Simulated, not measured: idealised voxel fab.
Process module name: voxel air gaps
The cross-section shown here is cut; it is 270 nm wide and divided into square cells measuring 5 nm on a side.
When this document writes out a cross-section, it uses a grid of square cells and lists it as bands, beginning at the top and moving down, with a band standing for one or more rows of cells.
Band: top and bottom heights (nm) first, top before bottom; then materials from left to right, widths in nm. "everywhere" marks a sole material filling the band edge to edge. "blank" denotes empty space.
It should be noted that heights are counted from 0, beneath which the wafer as supplied is of one material throughout, and that the lowest band possesses no lower boundary but continues downward, as written in "top 0, no bottom".
When a width is written as two numbers, as in "30 to 40", the first number is the width in the top row of cells of the band and the second is the width in its bottom row, and the width changes by the same amount from each row to the next.
When a step is marked "everything unchanged", none of the cells in the cross-section changed during that step.
"Closed-off voids" contains a list of empty spaces, each no smaller than 8 cells and without an open way to the top, written in the form width x height at distance with the distance from the left edge and all three in nm.
That trailing text on a step's line, after the settings, is the simulator's own remark on the step.
You can add "overlay nm" to a step's line. For a step with a mask, it describes how far the mask lay to the right of its planned position, and a negative number describes a lay to the left.

HERE'S WHAT THE PLANNED PROCESS STEPS LOOK LIKE
1. RECEIVE, material Si
2. CONFORMAL_DEP, material SiO2, thk nm 10
3. CONFORMAL_DEP, material SiN, thk nm 5
4. DIRECTIONAL_DEP, material lowk, thk nm 20
5. PATTERN, tone open, mask id LINES, material resist, width nm 20, pitch nm 45, thk nm 20, overlay nm 0
6. DIRECTIONAL_ETCH, etch materials lowk, depth nm 30
7. STRIP, etch materials resist
8. CONFORMAL_DEP, material TiN, thk nm 5
9. FILL_DEP, material Ru, thk nm 10
10. CMP, height nm 45
11. EPI, material Ru, thk nm 10
12. SELECTIVE_ETCH, etch materials lowk, depth nm 40
13. CONFORMAL_DEP, material SiCN, thk nm 5
All wafers enter the flow in the same state. The thk nm at step 4 differs from wafer to wafer, and the plan gives the value for the first wafer.

THE FIRST OF SEVERAL WAFERS, AS RECEIVED AFTER STEP 1, SEEN IN SECTION
  top 0, no bottom = Si everywhere
  Closed-off voids: none

CROSS-SECTION, FIRST OF SEVERAL WAFERS, END OF MODULE, AFTER LAST STEP 13
  top 60, bottom 55 = SiCN everywhere
  top 55, bottom 40 = Ru everywhere
  top 40, bottom 35 = TiN=85; Ru=10; TiN=35; Ru=10; TiN=35; Ru=10; TiN=85
  top 35, bottom 20 = lowk=80; TiN=5; Ru=10; TiN=5; lowk=25; TiN=5; Ru=10; TiN=5; lowk=25; TiN=5; Ru=10; TiN=5; lowk=80
  top 20, bottom 15 = lowk=80; TiN=20; lowk=25; TiN=20; lowk=25; TiN=20; lowk=80
  top 15, bottom 10 = SiN everywhere
  top 10, bottom 0 = SiO2 everywhere
  top 0, no bottom = Si everywhere
  Closed-off voids: none

SO THIS IS THE CROSS-SECTION ON THE LAST WAFER AT THE END OF THE MODULE
  top 60, bottom 55 = blank=65; SiCN=140; blank=65
  top 55, bottom 45 = blank=65; SiCN=5; Ru=40; SiCN=5; Ru=40; SiCN=5; Ru=40; SiCN=5; blank=65
  top 45, bottom 40 = blank=65; SiCN=15; TiN=5; Ru=10; TiN=5; SiCN=25; TiN=5; Ru=10; TiN=5; SiCN=25; TiN=5; Ru=10; TiN=5; SiCN=15; blank=65
  top 40, bottom 20 = blank=75; SiCN=5; TiN=5; Ru=10; TiN=5; SiCN=5; blank=15; SiCN=5; TiN=5; Ru=10; TiN=5; SiCN=5; blank=15; SiCN=5; TiN=5; Ru=10; TiN=5; SiCN=5; blank=75
  top 20, bottom 15 = SiCN=80; TiN=20; SiCN=25; TiN=20; SiCN=25; TiN=20; SiCN=80
  top 15, bottom 10 = SiN everywhere
  top 10, bottom 0 = SiO2 everywhere
  top 0, no bottom = Si everywhere
  Closed-off voids: 15 x 20 at 105; 15 x 20 at 150

BASICALLY EACH WAFER GETS A LINE IN THE TABLE, SHOWING IT AT THE END OF THE MODULE: MATERIAL BY MATERIAL, THE CELLS IT GAINED (+) OR LOST (-) SINCE WE GOT IT, THEN ITS CLOSED VOIDS
thk nm 20 | +186 Ru | +54 SiCN | +54 SiN | +108 SiO2 | +78 TiN | +168 lowk | Closed-off voids: none
thk nm 25 | +138 Ru | +54 SiCN | +54 SiN | +108 SiO2 | +84 TiN | +210 lowk | Closed-off voids: none
thk nm 30 | +78 Ru | +118 SiCN | +54 SiN | +108 SiO2 | +42 TiN | Closed-off voids: 15 x 20 at 105; 15 x 20 at 150
